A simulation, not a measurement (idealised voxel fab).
process module | voxel transistor to metal
cross-section cut | 285 nm wide | cells 5 nm
A cross-section is a grid of square cells, given in bands from the top down. A band is one or more rows of cells.
Each band's line starts with the height of the band's top and of its bottom, in nm. Then come its materials from left to right, each with its width in nm. One material with "throughout" fills the band from edge to edge. "air" is empty space.
Height 0 is the level under which the wafer as received is all one material. The lowest band goes on downwards, as in "0 down".
A width such as "30 to 40" changes by the same amount from each row of cells to the next, from the band's top row to its bottom row.
"no change" after a step means that no cell of the cross-section changed.
closed voids: empty space of 8 cells or more with no open way to the top, each as width x height at its distance from the left edge, in nm
after a step's settings: what the simulator itself notes on the step
overlay nm, on a step with a mask: how far to the right of its planned place the mask lay; to the left if negative
plan
1 op RECEIVE | material Si
2 op CONFORMAL_DEP | material SiO2 | thk nm 5
3 op CONFORMAL_DEP | material SiN | thk nm 10
4 op PATTERN | tone cover | mask id ACTIVE | material resist | width nm 115 | pitch nm 135 | thk nm 20 | overlay nm 0
5 op DIRECTIONAL_ETCH | etch materials SiN | depth nm 10
6 op DIRECTIONAL_ETCH | etch materials SiO2 | depth nm 5
7 op DIRECTIONAL_ETCH | etch materials Si | depth nm 20
8 op STRIP | etch materials resist
9 op FILL_DEP | material SiO2 | thk nm 5
10 op CMP | height nm 15
11 op SELECTIVE_ETCH | etch materials SiO2 | depth nm 10
12 op STRIP | etch materials SiN
13 op SELECTIVE_ETCH | etch materials SiO2 | depth nm 5
14 op OXIDIZE | depth nm 5
15 op DIRECTIONAL_DEP | material polySi | thk nm 30
16 op DIRECTIONAL_DEP | material SiCN | thk nm 15
17 op PATTERN | tone cover | mask id GATE | material resist | width nm 25 | pitch nm 135 | thk nm 20 | overlay nm 0
18 op DIRECTIONAL_ETCH | etch materials SiCN | depth nm 25
19 op DIRECTIONAL_ETCH | etch materials polySi | depth nm 40
20 op STRIP | etch materials resist
21 op CONFORMAL_DEP | material SiO2 | thk nm 5
22 op DIRECTIONAL_ETCH | etch materials SiO2 | depth nm 5
23 op CONFORMAL_DEP | material SiN | thk nm 5
24 op DIRECTIONAL_ETCH | etch materials SiN | depth nm 5
25 op DIRECTIONAL_ETCH | etch materials SiO2 | depth nm 5
26 op DIRECTIONAL_ETCH | etch materials Si | depth nm 10
27 op EPI | material pSi | thk nm 15
28 op FILL_DEP | material SiO2 | thk nm 5
29 op CMP | height nm 45
30 op DIRECTIONAL_DEP | material SiO2 | thk nm 10
31 op PATTERN | tone open | mask id CONTACT | material resist | width nm 15 | thk nm 15 | overlay nm 0
32 op DIRECTIONAL_ETCH | etch materials SiO2 | depth nm 55
33 op STRIP | etch materials resist
34 op CONFORMAL_DEP | material TiN | thk nm 5
35 op FILL_DEP | material W | thk nm 10
36 op CMP | height nm 55
37 op CONFORMAL_DEP | material SiCN | thk nm 5
38 op DIRECTIONAL_DEP | material SiO2 | thk nm 20
39 op DIRECTIONAL_DEP | material aC | thk nm 10
40 op PATTERN | tone open | mask id METAL_1 | material resist | width nm 15 | thk nm 30 | overlay nm 0
41 op DIRECTIONAL_ETCH | etch materials aC | depth nm 10
42 op STRIP | etch materials resist
43 op DIRECTIONAL_ETCH | etch materials SiO2 | depth nm 20
44 op DIRECTIONAL_ETCH | etch materials SiCN | depth nm 5
45 op STRIP | etch materials aC
46 op CONFORMAL_DEP | material TiN | thk nm 5
47 op FILL_DEP | material Cu | thk nm 5
48 op CMP | height nm 80
49 op CONFORMAL_DEP | material SiCN | thk nm 5
50 op DIRECTIONAL_DEP | material lowk | thk nm 35
51 op PATTERN | tone open | mask id METAL_2 | material resist | width nm 15 | pitch nm 135 | thk nm 15 | overlay nm 0
52 op DIRECTIONAL_ETCH | etch materials lowk | depth nm 20
53 op STRIP | etch materials resist
54 op MASKED_ETCH | tone open | mask id METAL_2_HOLES | width nm 15 | pitch nm 135 | etch materials lowk | depth nm 15 | overlay nm 0
55 op MASKED_ETCH | tone open | mask id METAL_2_HOLES | width nm 15 | pitch nm 135 | etch materials SiCN | depth nm 5 | overlay nm 0
56 op CONFORMAL_DEP | material TiN | thk nm 5
57 op FILL_DEP | material Ru | thk nm 5
58 op CMP | height nm 120
59 op CONFORMAL_DEP | material SiN | thk nm 5
first wafer, as planned
as received, after step 1
  0 down: Si throughout
  closed voids: none
after step 2
  5 to 0: SiO2 throughout
  below 0: unchanged
after step 3
  15 to 5: SiN throughout
  below 5: unchanged
after step 4
  35 to 15: air 15 | resist 115 | air 20 | resist 115 | air 20
  below 15: unchanged
after step 5
  35 to 15: air 15 | resist 115 | air 20 | resist 115 | air 20
  15 to 5: air 15 | SiN 115 | air 20 | SiN 115 | air 20
  below 5: unchanged
after step 6
  35 to 15: air 15 | resist 115 | air 20 | resist 115 | air 20
  15 to 5: air 15 | SiN 115 | air 20 | SiN 115 | air 20
  5 to 0: air 15 | SiO2 115 | air 20 | SiO2 115 | air 20
  below 0: unchanged
after step 7
  35 to 15: air 15 | resist 115 | air 20 | resist 115 | air 20
  15 to 5: air 15 | SiN 115 | air 20 | SiN 115 | air 20
  5 to 0: air 15 | SiO2 115 | air 20 | SiO2 115 | air 20
  0 to -20: air 15 | Si 115 | air 20 | Si 115 | air 20
  below -20: unchanged
after step 8
  15 to 5: air 15 | SiN 115 | air 20 | SiN 115 | air 20
  below 5: unchanged
after step 9
  20 to 15: SiO2 throughout
  15 to 5: SiO2 15 | SiN 115 | SiO2 20 | SiN 115 | SiO2 20
  5 to 0: SiO2 throughout
  0 to -20: SiO2 15 | Si 115 | SiO2 20 | Si 115 | SiO2 20
  below -20: unchanged
after step 10
  15 to 5: SiO2 15 | SiN 115 | SiO2 20 | SiN 115 | SiO2 20
  below 5: unchanged
after step 11
  15 to 5: air 15 | SiN 115 | air 20 | SiN 115 | air 20
  below 5: unchanged
after step 12
  5 to 0: SiO2 throughout
  below 0: unchanged
after step 13
  0 to -20: SiO2 15 | Si 115 | SiO2 20 | Si 115 | SiO2 20
  below -20: unchanged
after step 14
  0 to -5: SiO2 throughout
  below -5: unchanged
after step 15
  30 to 0: polySi throughout
  below 0: unchanged
after step 16
  45 to 30: SiCN throughout
  below 30: unchanged
after step 17
  65 to 45: air 60 | resist 25 | air 110 | resist 25 | air 65
  below 45: unchanged
after step 18
  65 to 45: air 60 | resist 25 | air 110 | resist 25 | air 65
  45 to 30: air 60 | SiCN 25 | air 110 | SiCN 25 | air 65
  below 30: unchanged
after step 19
  65 to 45: air 60 | resist 25 | air 110 | resist 25 | air 65
  45 to 30: air 60 | SiCN 25 | air 110 | SiCN 25 | air 65
  30 to 0: air 60 | polySi 25 | air 110 | polySi 25 | air 65
  below 0: unchanged
after step 20
  45 to 30: air 60 | SiCN 25 | air 110 | SiCN 25 | air 65
  below 30: unchanged
after step 21
  50 to 45: air 55 | SiO2 35 | air 100 | SiO2 35 | air 60
  45 to 30: air 55 | SiO2 5 | SiCN 25 | SiO2 5 | air 100 | SiO2 5 | SiCN 25 | SiO2 5 | air 60
  30 to 5: air 55 | SiO2 5 | polySi 25 | SiO2 5 | air 100 | SiO2 5 | polySi 25 | SiO2 5 | air 60
  5 to 0: SiO2 60 | polySi 25 | SiO2 110 | polySi 25 | SiO2 65
  below 0: unchanged
after step 22
  45 to 30: air 55 | SiO2 5 | SiCN 25 | SiO2 5 | air 100 | SiO2 5 | SiCN 25 | SiO2 5 | air 60
  30 to 0: air 55 | SiO2 5 | polySi 25 | SiO2 5 | air 100 | SiO2 5 | polySi 25 | SiO2 5 | air 60
  below 0: unchanged
after step 23
  50 to 45: air 50 | SiN 45 | air 90 | SiN 45 | air 55
  45 to 30: air 50 | SiN 5 | SiO2 5 | SiCN 25 | SiO2 5 | SiN 5 | air 90 | SiN 5 | SiO2 5 | SiCN 25 | SiO2 5 | SiN 5 | air 55
  30 to 5: air 50 | SiN 5 | SiO2 5 | polySi 25 | SiO2 5 | SiN 5 | air 90 | SiN 5 | SiO2 5 | polySi 25 | SiO2 5 | SiN 5 | air 55
  5 to 0: SiN 55 | SiO2 5 | polySi 25 | SiO2 5 | SiN 100 | SiO2 5 | polySi 25 | SiO2 5 | SiN 60
  below 0: unchanged
after step 24
  45 to 30: air 50 | SiN 5 | SiO2 5 | SiCN 25 | SiO2 5 | SiN 5 | air 90 | SiN 5 | SiO2 5 | SiCN 25 | SiO2 5 | SiN 5 | air 55
  30 to 0: air 50 | SiN 5 | SiO2 5 | polySi 25 | SiO2 5 | SiN 5 | air 90 | SiN 5 | SiO2 5 | polySi 25 | SiO2 5 | SiN 5 | air 55
  below 0: unchanged
after step 25
  45 to 40: air 50 | SiN 5 | air 5 | SiCN 25 | air 5 | SiN 5 | air 90 | SiN 5 | air 5 | SiCN 25 | air 5 | SiN 5 | air 55
  40 to 30: air 50 | SiN 5 | SiO2 5 | SiCN 25 | SiO2 5 | SiN 5 | air 90 | SiN 5 | SiO2 5 | SiCN 25 | SiO2 5 | SiN 5 | air 55
  30 to 0: air 50 | SiN 5 | SiO2 5 | polySi 25 | SiO2 5 | SiN 5 | air 90 | SiN 5 | SiO2 5 | polySi 25 | SiO2 5 | SiN 5 | air 55
  0 to -5: air 50 | SiO2 45 | air 90 | SiO2 45 | air 55
  below -5: unchanged
after step 26
  45 to 40: air 50 | SiN 5 | air 5 | SiCN 25 | air 5 | SiN 5 | air 90 | SiN 5 | air 5 | SiCN 25 | air 5 | SiN 5 | air 55
  40 to 30: air 50 | SiN 5 | SiO2 5 | SiCN 25 | SiO2 5 | SiN 5 | air 90 | SiN 5 | SiO2 5 | SiCN 25 | SiO2 5 | SiN 5 | air 55
  30 to 0: air 50 | SiN 5 | SiO2 5 | polySi 25 | SiO2 5 | SiN 5 | air 90 | SiN 5 | SiO2 5 | polySi 25 | SiO2 5 | SiN 5 | air 55
  0 to -5: air 50 | SiO2 45 | air 90 | SiO2 45 | air 55
  -5 to -15: SiO2 15 | air 35 | Si 45 | air 35 | SiO2 20 | air 35 | Si 45 | air 35 | SiO2 20
  below -15: unchanged
after step 27
  45 to 40: air 50 | SiN 5 | air 5 | SiCN 25 | air 5 | SiN 5 | air 90 | SiN 5 | air 5 | SiCN 25 | air 5 | SiN 5 | air 55
  40 to 30: air 50 | SiN 5 | SiO2 5 | SiCN 25 | SiO2 5 | SiN 5 | air 90 | SiN 5 | SiO2 5 | SiCN 25 | SiO2 5 | SiN 5 | air 55
  30 to 10: air 50 | SiN 5 | SiO2 5 | polySi 25 | SiO2 5 | SiN 5 | air 90 | SiN 5 | SiO2 5 | polySi 25 | SiO2 5 | SiN 5 | air 55
  10 to 0: air 35 | pSi 15 | SiN 5 | SiO2 5 | polySi 25 | SiO2 5 | SiN 5 | pSi 15 | air 60 | pSi 15 | SiN 5 | SiO2 5 | polySi 25 | SiO2 5 | SiN 5 | pSi 15 | air 40
  0 to -5: air 10 | pSi 40 | SiO2 45 | pSi 40 | air 10 | pSi 40 | SiO2 45 | pSi 40 | air 15
  -5 to -15: SiO2 15 | pSi 35 | Si 45 | pSi 35 | SiO2 20 | pSi 35 | Si 45 | pSi 35 | SiO2 20
  below -15: unchanged
after step 28
  50 to 45: SiO2 throughout
  45 to 30: SiO2 50 | SiN 5 | SiO2 5 | SiCN 25 | SiO2 5 | SiN 5 | SiO2 90 | SiN 5 | SiO2 5 | SiCN 25 | SiO2 5 | SiN 5 | SiO2 55
  30 to 10: SiO2 50 | SiN 5 | SiO2 5 | polySi 25 | SiO2 5 | SiN 5 | SiO2 90 | SiN 5 | SiO2 5 | polySi 25 | SiO2 5 | SiN 5 | SiO2 55
  10 to 0: SiO2 35 | pSi 15 | SiN 5 | SiO2 5 | polySi 25 | SiO2 5 | SiN 5 | pSi 15 | SiO2 60 | pSi 15 | SiN 5 | SiO2 5 | polySi 25 | SiO2 5 | SiN 5 | pSi 15 | SiO2 40
  0 to -5: SiO2 10 | pSi 40 | SiO2 45 | pSi 40 | SiO2 10 | pSi 40 | SiO2 45 | pSi 40 | SiO2 15
  below -5: unchanged
after step 29
  45 to 30: SiO2 50 | SiN 5 | SiO2 5 | SiCN 25 | SiO2 5 | SiN 5 | SiO2 90 | SiN 5 | SiO2 5 | SiCN 25 | SiO2 5 | SiN 5 | SiO2 55
  below 30: unchanged
after step 30
  55 to 45: SiO2 throughout
  below 45: unchanged
after step 31
  70 to 55: resist 25 | air 15 | resist 65 | air 15 | resist 40 | air 15 | resist 65 | air 15 | resist 30
  below 55: unchanged
after step 32
  70 to 55: resist 25 | air 15 | resist 65 | air 15 | resist 40 | air 15 | resist 65 | air 15 | resist 30
  55 to 45: SiO2 25 | air 15 | SiO2 65 | air 15 | SiO2 40 | air 15 | SiO2 65 | air 15 | SiO2 30
  45 to 30: SiO2 25 | air 15 | SiO2 10 | SiN 5 | SiO2 5 | SiCN 25 | SiO2 5 | SiN 5 | SiO2 10 | air 15 | SiO2 40 | air 15 | SiO2 10 | SiN 5 | SiO2 5 | SiCN 25 | SiO2 5 | SiN 5 | SiO2 10 | air 15 | SiO2 30
  30 to 10: SiO2 25 | air 15 | SiO2 10 | SiN 5 | SiO2 5 | polySi 25 | SiO2 5 | SiN 5 | SiO2 10 | air 15 | SiO2 40 | air 15 | SiO2 10 | SiN 5 | SiO2 5 | polySi 25 | SiO2 5 | SiN 5 | SiO2 10 | air 15 | SiO2 30
  10 to 0: SiO2 25 | air 10 | pSi 15 | SiN 5 | SiO2 5 | polySi 25 | SiO2 5 | SiN 5 | pSi 15 | air 10 | SiO2 40 | air 10 | pSi 15 | SiN 5 | SiO2 5 | polySi 25 | SiO2 5 | SiN 5 | pSi 15 | air 10 | SiO2 30
  below 0: unchanged
after step 33
  55 to 45: SiO2 25 | air 15 | SiO2 65 | air 15 | SiO2 40 | air 15 | SiO2 65 | air 15 | SiO2 30
  below 45: unchanged
after step 34
  60 to 55: TiN 30 | air 5 | TiN 75 | air 5 | TiN 50 | air 5 | TiN 75 | air 5 | TiN 35
  55 to 45: SiO2 25 | TiN 5 | air 5 | TiN 5 | SiO2 65 | TiN 5 | air 5 | TiN 5 | SiO2 40 | TiN 5 | air 5 | TiN 5 | SiO2 65 | TiN 5 | air 5 | TiN 5 | SiO2 30
  45 to 30: SiO2 25 | TiN 5 | air 5 | TiN 5 | SiO2 10 | SiN 5 | SiO2 5 | SiCN 25 | SiO2 5 | SiN 5 | SiO2 10 | TiN 5 | air 5 | TiN 5 | SiO2 40 | TiN 5 | air 5 | TiN 5 | SiO2 10 | SiN 5 | SiO2 5 | SiCN 25 | SiO2 5 | SiN 5 | SiO2 10 | TiN 5 | air 5 | TiN 5 | SiO2 30
  30 to 15: SiO2 25 | TiN 5 | air 5 | TiN 5 | SiO2 10 | SiN 5 | SiO2 5 | polySi 25 | SiO2 5 | SiN 5 | SiO2 10 | TiN 5 | air 5 | TiN 5 | SiO2 40 | TiN 5 | air 5 | TiN 5 | SiO2 10 | SiN 5 | SiO2 5 | polySi 25 | SiO2 5 | SiN 5 | SiO2 10 | TiN 5 | air 5 | TiN 5 | SiO2 30
  15 to 10: SiO2 25 | TiN 15 | SiO2 10 | SiN 5 | SiO2 5 | polySi 25 | SiO2 5 | SiN 5 | SiO2 10 | TiN 15 | SiO2 40 | TiN 15 | SiO2 10 | SiN 5 | SiO2 5 | polySi 25 | SiO2 5 | SiN 5 | SiO2 10 | TiN 15 | SiO2 30
  10 to 0: SiO2 25 | TiN 10 | pSi 15 | SiN 5 | SiO2 5 | polySi 25 | SiO2 5 | SiN 5 | pSi 15 | TiN 10 | SiO2 40 | TiN 10 | pSi 15 | SiN 5 | SiO2 5 | polySi 25 | SiO2 5 | SiN 5 | pSi 15 | TiN 10 | SiO2 30
  below 0: unchanged
after step 35
  70 to 60: W throughout
  60 to 55: TiN 30 | W 5 | TiN 75 | W 5 | TiN 50 | W 5 | TiN 75 | W 5 | TiN 35
  55 to 45: SiO2 25 | TiN 5 | W 5 | TiN 5 | SiO2 65 | TiN 5 | W 5 | TiN 5 | SiO2 40 | TiN 5 | W 5 | TiN 5 | SiO2 65 | TiN 5 | W 5 | TiN 5 | SiO2 30
  45 to 30: SiO2 25 | TiN 5 | W 5 | TiN 5 | SiO2 10 | SiN 5 | SiO2 5 | SiCN 25 | SiO2 5 | SiN 5 | SiO2 10 | TiN 5 | W 5 | TiN 5 | SiO2 40 | TiN 5 | W 5 | TiN 5 | SiO2 10 | SiN 5 | SiO2 5 | SiCN 25 | SiO2 5 | SiN 5 | SiO2 10 | TiN 5 | W 5 | TiN 5 | SiO2 30
  30 to 15: SiO2 25 | TiN 5 | W 5 | TiN 5 | SiO2 10 | SiN 5 | SiO2 5 | polySi 25 | SiO2 5 | SiN 5 | SiO2 10 | TiN 5 | W 5 | TiN 5 | SiO2 40 | TiN 5 | W 5 | TiN 5 | SiO2 10 | SiN 5 | SiO2 5 | polySi 25 | SiO2 5 | SiN 5 | SiO2 10 | TiN 5 | W 5 | TiN 5 | SiO2 30
  below 15: unchanged
after step 36
  55 to 45: SiO2 25 | TiN 5 | W 5 | TiN 5 | SiO2 65 | TiN 5 | W 5 | TiN 5 | SiO2 40 | TiN 5 | W 5 | TiN 5 | SiO2 65 | TiN 5 | W 5 | TiN 5 | SiO2 30
  below 45: unchanged
after step 37
  60 to 55: SiCN throughout
  below 55: unchanged
after step 38
  80 to 60: SiO2 throughout
  below 60: unchanged
after step 39
  90 to 80: aC throughout
  below 80: unchanged
after step 40
  120 to 90: resist 25 | air 15 | resist 65 | air 15 | resist 40 | air 15 | resist 65 | air 15 | resist 30
  below 90: unchanged
after step 41
  110 to 90: resist 25 | air 15 | resist 65 | air 15 | resist 40 | air 15 | resist 65 | air 15 | resist 30
  90 to 80: aC 25 | air 15 | aC 65 | air 15 | aC 40 | air 15 | aC 65 | air 15 | aC 30
  below 80: unchanged
after step 42
  90 to 80: aC 25 | air 15 | aC 65 | air 15 | aC 40 | air 15 | aC 65 | air 15 | aC 30
  below 80: unchanged
after step 43
  90 to 80: aC 25 | air 15 | aC 65 | air 15 | aC 40 | air 15 | aC 65 | air 15 | aC 30
  80 to 60: SiO2 25 | air 15 | SiO2 65 | air 15 | SiO2 40 | air 15 | SiO2 65 | air 15 | SiO2 30
  below 60: unchanged
after step 44
  90 to 80: aC 25 | air 15 | aC 65 | air 15 | aC 40 | air 15 | aC 65 | air 15 | aC 30
  80 to 60: SiO2 25 | air 15 | SiO2 65 | air 15 | SiO2 40 | air 15 | SiO2 65 | air 15 | SiO2 30
  60 to 55: SiCN 25 | air 15 | SiCN 65 | air 15 | SiCN 40 | air 15 | SiCN 65 | air 15 | SiCN 30
  below 55: unchanged
after step 45
  80 to 60: SiO2 25 | air 15 | SiO2 65 | air 15 | SiO2 40 | air 15 | SiO2 65 | air 15 | SiO2 30
  below 60: unchanged
after step 46
  85 to 80: TiN 30 | air 5 | TiN 75 | air 5 | TiN 50 | air 5 | TiN 75 | air 5 | TiN 35
  80 to 60: SiO2 25 | TiN 5 | air 5 | TiN 5 | SiO2 65 | TiN 5 | air 5 | TiN 5 | SiO2 40 | TiN 5 | air 5 | TiN 5 | SiO2 65 | TiN 5 | air 5 | TiN 5 | SiO2 30
  60 to 55: SiCN 25 | TiN 15 | SiCN 65 | TiN 15 | SiCN 40 | TiN 15 | SiCN 65 | TiN 15 | SiCN 30
  below 55: unchanged
after step 47
  90 to 85: Cu throughout
  85 to 80: TiN 30 | Cu 5 | TiN 75 | Cu 5 | TiN 50 | Cu 5 | TiN 75 | Cu 5 | TiN 35
  80 to 60: SiO2 25 | TiN 5 | Cu 5 | TiN 5 | SiO2 65 | TiN 5 | Cu 5 | TiN 5 | SiO2 40 | TiN 5 | Cu 5 | TiN 5 | SiO2 65 | TiN 5 | Cu 5 | TiN 5 | SiO2 30
  below 60: unchanged
after step 48
  80 to 60: SiO2 25 | TiN 5 | Cu 5 | TiN 5 | SiO2 65 | TiN 5 | Cu 5 | TiN 5 | SiO2 40 | TiN 5 | Cu 5 | TiN 5 | SiO2 65 | TiN 5 | Cu 5 | TiN 5 | SiO2 30
  below 60: unchanged
after step 49
  85 to 80: SiCN throughout
  below 80: unchanged
after step 50
  120 to 85: lowk throughout
  below 85: unchanged
after step 51
  135 to 120: resist 25 | air 15 | resist 120 | air 15 | resist 110
  below 120: unchanged
after step 52
  135 to 120: resist 25 | air 15 | resist 120 | air 15 | resist 110
  120 to 100: lowk 25 | air 15 | lowk 120 | air 15 | lowk 110
  below 100: unchanged
after step 53
  120 to 100: lowk 25 | air 15 | lowk 120 | air 15 | lowk 110
  below 100: unchanged
after step 54
  120 to 85: lowk 25 | air 15 | lowk 120 | air 15 | lowk 110
  below 85: unchanged
after step 55
  120 to 85: lowk 25 | air 15 | lowk 120 | air 15 | lowk 110
  85 to 80: SiCN 25 | air 15 | SiCN 120 | air 15 | SiCN 110
  below 80: unchanged
after step 56
  125 to 120: TiN 30 | air 5 | TiN 130 | air 5 | TiN 115
  120 to 85: lowk 25 | TiN 5 | air 5 | TiN 5 | lowk 120 | TiN 5 | air 5 | TiN 5 | lowk 110
  85 to 80: SiCN 25 | TiN 15 | SiCN 120 | TiN 15 | SiCN 110
  below 80: unchanged
after step 57
  130 to 125: Ru throughout
  125 to 120: TiN 30 | Ru 5 | TiN 130 | Ru 5 | TiN 115
  120 to 85: lowk 25 | TiN 5 | Ru 5 | TiN 5 | lowk 120 | TiN 5 | Ru 5 | TiN 5 | lowk 110
  below 85: unchanged
after step 58
  120 to 85: lowk 25 | TiN 5 | Ru 5 | TiN 5 | lowk 120 | TiN 5 | Ru 5 | TiN 5 | lowk 110
  below 85: unchanged
after step 59
  125 to 120: SiN throughout
  below 120: unchanged
second wafer: like start, like plan, one mistake. Through step 33 it matches the first wafer
when step 34 should have ended
  60 to 55: SiN 30 | air 5 | SiN 75 | air 5 | SiN 50 | air 5 | SiN 75 | air 5 | SiN 35
  55 to 45: SiO2 25 | SiN 5 | air 5 | SiN 5 | SiO2 65 | SiN 5 | air 5 | SiN 5 | SiO2 40 | SiN 5 | air 5 | SiN 5 | SiO2 65 | SiN 5 | air 5 | SiN 5 | SiO2 30
  45 to 30: SiO2 25 | SiN 5 | air 5 | SiN 5 | SiO2 10 | SiN 5 | SiO2 5 | SiCN 25 | SiO2 5 | SiN 5 | SiO2 10 | SiN 5 | air 5 | SiN 5 | SiO2 40 | SiN 5 | air 5 | SiN 5 | SiO2 10 | SiN 5 | SiO2 5 | SiCN 25 | SiO2 5 | SiN 5 | SiO2 10 | SiN 5 | air 5 | SiN 5 | SiO2 30
  30 to 15: SiO2 25 | SiN 5 | air 5 | SiN 5 | SiO2 10 | SiN 5 | SiO2 5 | polySi 25 | SiO2 5 | SiN 5 | SiO2 10 | SiN 5 | air 5 | SiN 5 | SiO2 40 | SiN 5 | air 5 | SiN 5 | SiO2 10 | SiN 5 | SiO2 5 | polySi 25 | SiO2 5 | SiN 5 | SiO2 10 | SiN 5 | air 5 | SiN 5 | SiO2 30
  15 to 10: SiO2 25 | SiN 15 | SiO2 10 | SiN 5 | SiO2 5 | polySi 25 | SiO2 5 | SiN 5 | SiO2 10 | SiN 15 | SiO2 40 | SiN 15 | SiO2 10 | SiN 5 | SiO2 5 | polySi 25 | SiO2 5 | SiN 5 | SiO2 10 | SiN 15 | SiO2 30
  10 to 0: SiO2 25 | SiN 10 | pSi 15 | SiN 5 | SiO2 5 | polySi 25 | SiO2 5 | SiN 5 | pSi 15 | SiN 10 | SiO2 40 | SiN 10 | pSi 15 | SiN 5 | SiO2 5 | polySi 25 | SiO2 5 | SiN 5 | pSi 15 | SiN 10 | SiO2 30
  below 0: unchanged
when step 35 should have ended
  70 to 60: W throughout
  60 to 55: SiN 30 | W 5 | SiN 75 | W 5 | SiN 50 | W 5 | SiN 75 | W 5 | SiN 35
  55 to 45: SiO2 25 | SiN 5 | W 5 | SiN 5 | SiO2 65 | SiN 5 | W 5 | SiN 5 | SiO2 40 | SiN 5 | W 5 | SiN 5 | SiO2 65 | SiN 5 | W 5 | SiN 5 | SiO2 30
  45 to 30: SiO2 25 | SiN 5 | W 5 | SiN 5 | SiO2 10 | SiN 5 | SiO2 5 | SiCN 25 | SiO2 5 | SiN 5 | SiO2 10 | SiN 5 | W 5 | SiN 5 | SiO2 40 | SiN 5 | W 5 | SiN 5 | SiO2 10 | SiN 5 | SiO2 5 | SiCN 25 | SiO2 5 | SiN 5 | SiO2 10 | SiN 5 | W 5 | SiN 5 | SiO2 30
  30 to 15: SiO2 25 | SiN 5 | W 5 | SiN 5 | SiO2 10 | SiN 5 | SiO2 5 | polySi 25 | SiO2 5 | SiN 5 | SiO2 10 | SiN 5 | W 5 | SiN 5 | SiO2 40 | SiN 5 | W 5 | SiN 5 | SiO2 10 | SiN 5 | SiO2 5 | polySi 25 | SiO2 5 | SiN 5 | SiO2 10 | SiN 5 | W 5 | SiN 5 | SiO2 30
  below 15: unchanged
when step 36 should have ended
  55 to 45: SiO2 25 | SiN 5 | W 5 | SiN 5 | SiO2 65 | SiN 5 | W 5 | SiN 5 | SiO2 40 | SiN 5 | W 5 | SiN 5 | SiO2 65 | SiN 5 | W 5 | SiN 5 | SiO2 30
  below 45: unchanged
when step 37 should have ended
  60 to 55: SiCN throughout
  below 55: unchanged
when step 38 should have ended
  80 to 60: SiO2 throughout
  below 60: unchanged
when step 39 should have ended
  90 to 80: aC throughout
  below 80: unchanged
when step 40 should have ended
  120 to 90: resist 25 | air 15 | resist 65 | air 15 | resist 40 | air 15 | resist 65 | air 15 | resist 30
  below 90: unchanged
when step 41 should have ended
  110 to 90: resist 25 | air 15 | resist 65 | air 15 | resist 40 | air 15 | resist 65 | air 15 | resist 30
  90 to 80: aC 25 | air 15 | aC 65 | air 15 | aC 40 | air 15 | aC 65 | air 15 | aC 30
  below 80: unchanged
when step 42 should have ended
  90 to 80: aC 25 | air 15 | aC 65 | air 15 | aC 40 | air 15 | aC 65 | air 15 | aC 30
  below 80: unchanged
when step 43 should have ended
  90 to 80: aC 25 | air 15 | aC 65 | air 15 | aC 40 | air 15 | aC 65 | air 15 | aC 30
  80 to 60: SiO2 25 | air 15 | SiO2 65 | air 15 | SiO2 40 | air 15 | SiO2 65 | air 15 | SiO2 30
  below 60: unchanged
when step 44 should have ended
  90 to 80: aC 25 | air 15 | aC 65 | air 15 | aC 40 | air 15 | aC 65 | air 15 | aC 30
  80 to 60: SiO2 25 | air 15 | SiO2 65 | air 15 | SiO2 40 | air 15 | SiO2 65 | air 15 | SiO2 30
  60 to 55: SiCN 25 | air 15 | SiCN 65 | air 15 | SiCN 40 | air 15 | SiCN 65 | air 15 | SiCN 30
  below 55: unchanged
when step 45 should have ended
  80 to 60: SiO2 25 | air 15 | SiO2 65 | air 15 | SiO2 40 | air 15 | SiO2 65 | air 15 | SiO2 30
  below 60: unchanged
when step 46 should have ended
  85 to 80: TiN 30 | air 5 | TiN 75 | air 5 | TiN 50 | air 5 | TiN 75 | air 5 | TiN 35
  80 to 60: SiO2 25 | TiN 5 | air 5 | TiN 5 | SiO2 65 | TiN 5 | air 5 | TiN 5 | SiO2 40 | TiN 5 | air 5 | TiN 5 | SiO2 65 | TiN 5 | air 5 | TiN 5 | SiO2 30
  60 to 55: SiCN 25 | TiN 15 | SiCN 65 | TiN 15 | SiCN 40 | TiN 15 | SiCN 65 | TiN 15 | SiCN 30
  below 55: unchanged
when step 47 should have ended
  90 to 85: Cu throughout
  85 to 80: TiN 30 | Cu 5 | TiN 75 | Cu 5 | TiN 50 | Cu 5 | TiN 75 | Cu 5 | TiN 35
  80 to 60: SiO2 25 | TiN 5 | Cu 5 | TiN 5 | SiO2 65 | TiN 5 | Cu 5 | TiN 5 | SiO2 40 | TiN 5 | Cu 5 | TiN 5 | SiO2 65 | TiN 5 | Cu 5 | TiN 5 | SiO2 30
  below 60: unchanged
when step 48 should have ended
  80 to 60: SiO2 25 | TiN 5 | Cu 5 | TiN 5 | SiO2 65 | TiN 5 | Cu 5 | TiN 5 | SiO2 40 | TiN 5 | Cu 5 | TiN 5 | SiO2 65 | TiN 5 | Cu 5 | TiN 5 | SiO2 30
  below 60: unchanged
when step 49 should have ended
  85 to 80: SiCN throughout
  below 80: unchanged
when step 50 should have ended
  120 to 85: lowk throughout
  below 85: unchanged
when step 51 should have ended
  135 to 120: resist 25 | air 15 | resist 120 | air 15 | resist 110
  below 120: unchanged
when step 52 should have ended
  135 to 120: resist 25 | air 15 | resist 120 | air 15 | resist 110
  120 to 100: lowk 25 | air 15 | lowk 120 | air 15 | lowk 110
  below 100: unchanged
when step 53 should have ended
  120 to 100: lowk 25 | air 15 | lowk 120 | air 15 | lowk 110
  below 100: unchanged
when step 54 should have ended
  120 to 85: lowk 25 | air 15 | lowk 120 | air 15 | lowk 110
  below 85: unchanged
when step 55 should have ended
  120 to 85: lowk 25 | air 15 | lowk 120 | air 15 | lowk 110
  85 to 80: SiCN 25 | air 15 | SiCN 120 | air 15 | SiCN 110
  below 80: unchanged
when step 56 should have ended
  125 to 120: TiN 30 | air 5 | TiN 130 | air 5 | TiN 115
  120 to 85: lowk 25 | TiN 5 | air 5 | TiN 5 | lowk 120 | TiN 5 | air 5 | TiN 5 | lowk 110
  85 to 80: SiCN 25 | TiN 15 | SiCN 120 | TiN 15 | SiCN 110
  below 80: unchanged
when step 57 should have ended
  130 to 125: Ru throughout
  125 to 120: TiN 30 | Ru 5 | TiN 130 | Ru 5 | TiN 115
  120 to 85: lowk 25 | TiN 5 | Ru 5 | TiN 5 | lowk 120 | TiN 5 | Ru 5 | TiN 5 | lowk 110
  below 85: unchanged
when step 58 should have ended
  120 to 85: lowk 25 | TiN 5 | Ru 5 | TiN 5 | lowk 120 | TiN 5 | Ru 5 | TiN 5 | lowk 110
  below 85: unchanged
when step 59 should have ended
  125 to 120: SiN throughout
  below 120: unchanged
what went wrong: step 34 ran as: op CONFORMAL_DEP | material SiN | thk nm 5
at the end the second wafer has, in cells: 92 more of SiN | 92 fewer of TiN
